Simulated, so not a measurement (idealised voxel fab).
This is a process module. Its name is voxel self aligned vias.
Displayed cross-section: cut, width of 170 nm, square cells sized 5 nm.
Throughout this document, each cross-section is represented as a grid of square cells and is presented as a sequence of bands enumerated from the top downward, where a band comprises one or more rows of cells.
For a band, the entry starts with two heights in nm, that of the top and then that of the bottom, and carries on with the band's materials in order from left to right, each alongside its width in nm; the word "throughout" beside a single material means it fills the band edge to edge, and "air" means empty space.
For the purposes of this specification, 0 denotes the height below which the wafer in its as-received condition is composed wholly of one material, and the lowermost band, lacking a lower limit, extends downward without end, as expressed in "0 nm and below".
The width entry "30 to 40" should be interpreted row by row: the top row of cells in the band takes the first number, the bottom row takes the second number, and the change between adjacent rows is uniform throughout.
"no change occurred" (step): cross-section cells unchanged, all of them.
"Voids, enclosed": sealed empty spaces, 8 cells or more, no open way to top, listed width x height at distance, with distance from the left edge and width, height and distance in nm.
Post-settings text on a step line: simulator's own remark regarding the step.
overlay nm: for a step with a mask, the amount by which the mask lay right of where it was planned; a negative amount means left of it.

Intended process steps:
1: RECEIVE: material Si
2: CONFORMAL_DEP: material SiO2, thk nm 15
3: CONFORMAL_DEP: material SiCN, thk nm 5
4: DIRECTIONAL_DEP: material SiO2, thk nm 30
5: MASKED_ETCH: tone open, mask id LINES, width nm 30, pitch nm 75, etch materials SiO2, depth nm 30, overlay nm 0
6: CONFORMAL_DEP: material TiN, thk nm 5
7: FILL_DEP: material W, thk nm 5
8: CMP: height nm 50
9: SELECTIVE_ETCH: etch materials W Ru TiN, depth nm 10
10: FILL_DEP: material SiN, thk nm 5
11: CMP: height nm 50
12: DIRECTIONAL_DEP: material SiO2, thk nm 20
13: PATTERN: tone open, mask id VIAS, material resist, width nm 50, pitch nm 75, thk nm 20, overlay nm 0
14: DIRECTIONAL_ETCH: etch materials SiO2, depth nm 20
15: DIRECTIONAL_ETCH: etch materials SiN, depth nm 10
16: STRIP: etch materials resist
17: CONFORMAL_DEP: material TiN, thk nm 5
18: FILL_DEP: material Cu, thk nm 5
19: CMP: height nm 70
20: CONFORMAL_DEP: material SiCN, thk nm 5

The first of two wafers, run as planned:

Incoming wafer, cross-sectional view, post step 1:
> 0 nm and below | Si throughout
> Voids, enclosed: none

You're looking at a cross-section of the wafer after step 2:
> 15 nm to 0 nm | SiO2 throughout
> Unchanged below 0.

You're looking at a cross-section of the wafer after step 3:
> 20 nm to 15 nm | SiCN throughout
> Unchanged below 15.

You're looking at a cross-section of the wafer after step 4:
> 50 nm to 20 nm | SiO2 throughout
> Unchanged below 20.

You're looking at a cross-section of the wafer after step 5:
> 50 nm to 20 nm | 30 nm SiO2; 30 nm air; 45 nm SiO2; 30 nm air; 35 nm SiO2
> Unchanged below 20.

You're looking at a cross-section of the wafer after step 6:
> 55 nm to 50 nm | 35 nm TiN; 20 nm air; 55 nm TiN; 20 nm air; 40 nm TiN
> 50 nm to 25 nm | 30 nm SiO2; 5 nm TiN; 20 nm air; 5 nm TiN; 45 nm SiO2; 5 nm TiN; 20 nm air; 5 nm TiN; 35 nm SiO2
> 25 nm to 20 nm | 30 nm SiO2; 30 nm TiN; 45 nm SiO2; 30 nm TiN; 35 nm SiO2
> Unchanged below 20.

You're looking at a cross-section of the wafer after step 7:
> 60 nm to 55 nm | W throughout
> 55 nm to 50 nm | 35 nm TiN; 20 nm W; 55 nm TiN; 20 nm W; 40 nm TiN
> 50 nm to 25 nm | 30 nm SiO2; 5 nm TiN; 20 nm W; 5 nm TiN; 45 nm SiO2; 5 nm TiN; 20 nm W; 5 nm TiN; 35 nm SiO2
> Unchanged below 25.

You're looking at a cross-section of the wafer after step 8:
> 50 nm to 25 nm | 30 nm SiO2; 5 nm TiN; 20 nm W; 5 nm TiN; 45 nm SiO2; 5 nm TiN; 20 nm W; 5 nm TiN; 35 nm SiO2
> Unchanged below 25.

You're looking at a cross-section of the wafer after step 9:
> 50 nm to 40 nm | 30 nm SiO2; 30 nm air; 45 nm SiO2; 30 nm air; 35 nm SiO2
> Unchanged below 40.

You're looking at a cross-section of the wafer after step 10:
> 55 nm to 50 nm | SiN throughout
> 50 nm to 40 nm | 30 nm SiO2; 30 nm SiN; 45 nm SiO2; 30 nm SiN; 35 nm SiO2
> Unchanged below 40.

You're looking at a cross-section of the wafer after step 11:
> 50 nm to 40 nm | 30 nm SiO2; 30 nm SiN; 45 nm SiO2; 30 nm SiN; 35 nm SiO2
> Unchanged below 40.

You're looking at a cross-section of the wafer after step 12:
> 70 nm to 50 nm | SiO2 throughout
> Unchanged below 50.

You're looking at a cross-section of the wafer after step 13:
> 90 nm to 70 nm | 20 nm resist; 50 nm air; 25 nm resist; 50 nm air; 25 nm resist
> Unchanged below 70.

You're looking at a cross-section of the wafer after step 14:
> 90 nm to 70 nm | 20 nm resist; 50 nm air; 25 nm resist; 50 nm air; 25 nm resist
> 70 nm to 50 nm | 20 nm SiO2; 50 nm air; 25 nm SiO2; 50 nm air; 25 nm SiO2
> Unchanged below 50.

You're looking at a cross-section of the wafer after step 15:
> 90 nm to 70 nm | 20 nm resist; 50 nm air; 25 nm resist; 50 nm air; 25 nm resist
> 70 nm to 50 nm | 20 nm SiO2; 50 nm air; 25 nm SiO2; 50 nm air; 25 nm SiO2
> 50 nm to 40 nm | 30 nm SiO2; 30 nm air; 45 nm SiO2; 30 nm air; 35 nm SiO2
> Unchanged below 40.

You're looking at a cross-section of the wafer after step 16:
> 70 nm to 50 nm | 20 nm SiO2; 50 nm air; 25 nm SiO2; 50 nm air; 25 nm SiO2
> Unchanged below 50.

You're looking at a cross-section of the wafer after step 17:
> 75 nm to 70 nm | 25 nm TiN; 40 nm air; 35 nm TiN; 40 nm air; 30 nm TiN
> 70 nm to 55 nm | 20 nm SiO2; 5 nm TiN; 40 nm air; 5 nm TiN; 25 nm SiO2; 5 nm TiN; 40 nm air; 5 nm TiN; 25 nm SiO2
> 55 nm to 45 nm | 20 to 30 nm SiO2; 15 to 5 nm TiN; 20 nm air; 15 to 5 nm TiN; 25 to 45 nm SiO2; 15 to 5 nm TiN; 20 nm air; 15 to 5 nm TiN; 25 to 35 nm SiO2
> 45 nm to 40 nm | 30 nm SiO2; 30 nm TiN; 45 nm SiO2; 30 nm TiN; 35 nm SiO2
> Unchanged below 40.

You're looking at a cross-section of the wafer after step 18:
> 80 nm to 75 nm | Cu throughout
> 75 nm to 70 nm | 25 nm TiN; 40 nm Cu; 35 nm TiN; 40 nm Cu; 30 nm TiN
> 70 nm to 55 nm | 20 nm SiO2; 5 nm TiN; 40 nm Cu; 5 nm TiN; 25 nm SiO2; 5 nm TiN; 40 nm Cu; 5 nm TiN; 25 nm SiO2
> 55 nm to 45 nm | 20 to 30 nm SiO2; 15 to 5 nm TiN; 20 nm Cu; 15 to 5 nm TiN; 25 to 45 nm SiO2; 15 to 5 nm TiN; 20 nm Cu; 15 to 5 nm TiN; 25 to 35 nm SiO2
> Unchanged below 45.

You're looking at a cross-section of the wafer after step 19:
> 70 nm to 55 nm | 20 nm SiO2; 5 nm TiN; 40 nm Cu; 5 nm TiN; 25 nm SiO2; 5 nm TiN; 40 nm Cu; 5 nm TiN; 25 nm SiO2
> Unchanged below 55.

You're looking at a cross-section of the wafer after step 20:
> 75 nm to 70 nm | SiCN throughout
> Unchanged below 70.

Here the second wafer is described. Its start and its plan were those of the first wafer. Its run contained one mistake. Up to and including step 12, it did exactly what the first wafer did:

Cross-sectional representation of the second wafer at the time designated in the plan for the completion of step 13:
> 90 nm to 70 nm | 15 nm resist; 50 nm air; 25 nm resist; 50 nm air; 30 nm resist
> Unchanged below 70.

Cross-sectional representation of the second wafer at the time designated in the plan for the completion of step 14:
> 90 nm to 70 nm | 15 nm resist; 50 nm air; 25 nm resist; 50 nm air; 30 nm resist
> 70 nm to 50 nm | 15 nm SiO2; 50 nm air; 25 nm SiO2; 50 nm air; 30 nm SiO2
> Unchanged below 50.

Cross-sectional representation of the second wafer at the time designated in the plan for the completion of step 15:
> 90 nm to 70 nm | 15 nm resist; 50 nm air; 25 nm resist; 50 nm air; 30 nm resist
> 70 nm to 50 nm | 15 nm SiO2; 50 nm air; 25 nm SiO2; 50 nm air; 30 nm SiO2
> 50 nm to 40 nm | 30 nm SiO2; 30 nm air; 45 nm SiO2; 30 nm air; 35 nm SiO2
> Unchanged below 40.

Cross-sectional representation of the second wafer at the time designated in the plan for the completion of step 16:
> 70 nm to 50 nm | 15 nm SiO2; 50 nm air; 25 nm SiO2; 50 nm air; 30 nm SiO2
> Unchanged below 50.

Cross-sectional representation of the second wafer at the time designated in the plan for the completion of step 17:
> 75 nm to 70 nm | 20 nm TiN; 40 nm air; 35 nm TiN; 40 nm air; 35 nm TiN
> 70 nm to 55 nm | 15 nm SiO2; 5 nm TiN; 40 nm air; 5 nm TiN; 25 nm SiO2; 5 nm TiN; 40 nm air; 5 nm TiN; 30 nm SiO2
> 55 nm to 45 nm | 15 to 30 nm SiO2; 20 to 5 nm TiN; 20 nm air; 10 to 5 nm TiN; 25 to 45 nm SiO2; 20 to 5 nm TiN; 20 nm air; 10 to 5 nm TiN; 30 to 35 nm SiO2
> 45 nm to 40 nm | 30 nm SiO2; 30 nm TiN; 45 nm SiO2; 30 nm TiN; 35 nm SiO2
> Unchanged below 40.

Cross-sectional representation of the second wafer at the time designated in the plan for the completion of step 18:
> 80 nm to 75 nm | Cu throughout
> 75 nm to 70 nm | 20 nm TiN; 40 nm Cu; 35 nm TiN; 40 nm Cu; 35 nm TiN
> 70 nm to 55 nm | 15 nm SiO2; 5 nm TiN; 40 nm Cu; 5 nm TiN; 25 nm SiO2; 5 nm TiN; 40 nm Cu; 5 nm TiN; 30 nm SiO2
> 55 nm to 45 nm | 15 to 30 nm SiO2; 20 to 5 nm TiN; 20 nm Cu; 10 to 5 nm TiN; 25 to 45 nm SiO2; 20 to 5 nm TiN; 20 nm Cu; 10 to 5 nm TiN; 30 to 35 nm SiO2
> Unchanged below 45.

Cross-sectional representation of the second wafer at the time designated in the plan for the completion of step 19:
> 70 nm to 55 nm | 15 nm SiO2; 5 nm TiN; 40 nm Cu; 5 nm TiN; 25 nm SiO2; 5 nm TiN; 40 nm Cu; 5 nm TiN; 30 nm SiO2
> Unchanged below 55.

Cross-sectional representation of the second wafer at the time designated in the plan for the completion of step 20:
> 75 nm to 70 nm | SiCN throughout
> Unchanged below 70.
Short version of what went wrong: heads up, step 13 didn't go per plan, it actually ran as PATTERN: tone open, mask id VIAS, material resist, width nm 50, pitch nm 75, thk nm 20, overlay nm -5
Same inventory, different map: at the end, the second wafer holds as many cells of each material as the first, placed elsewhere.
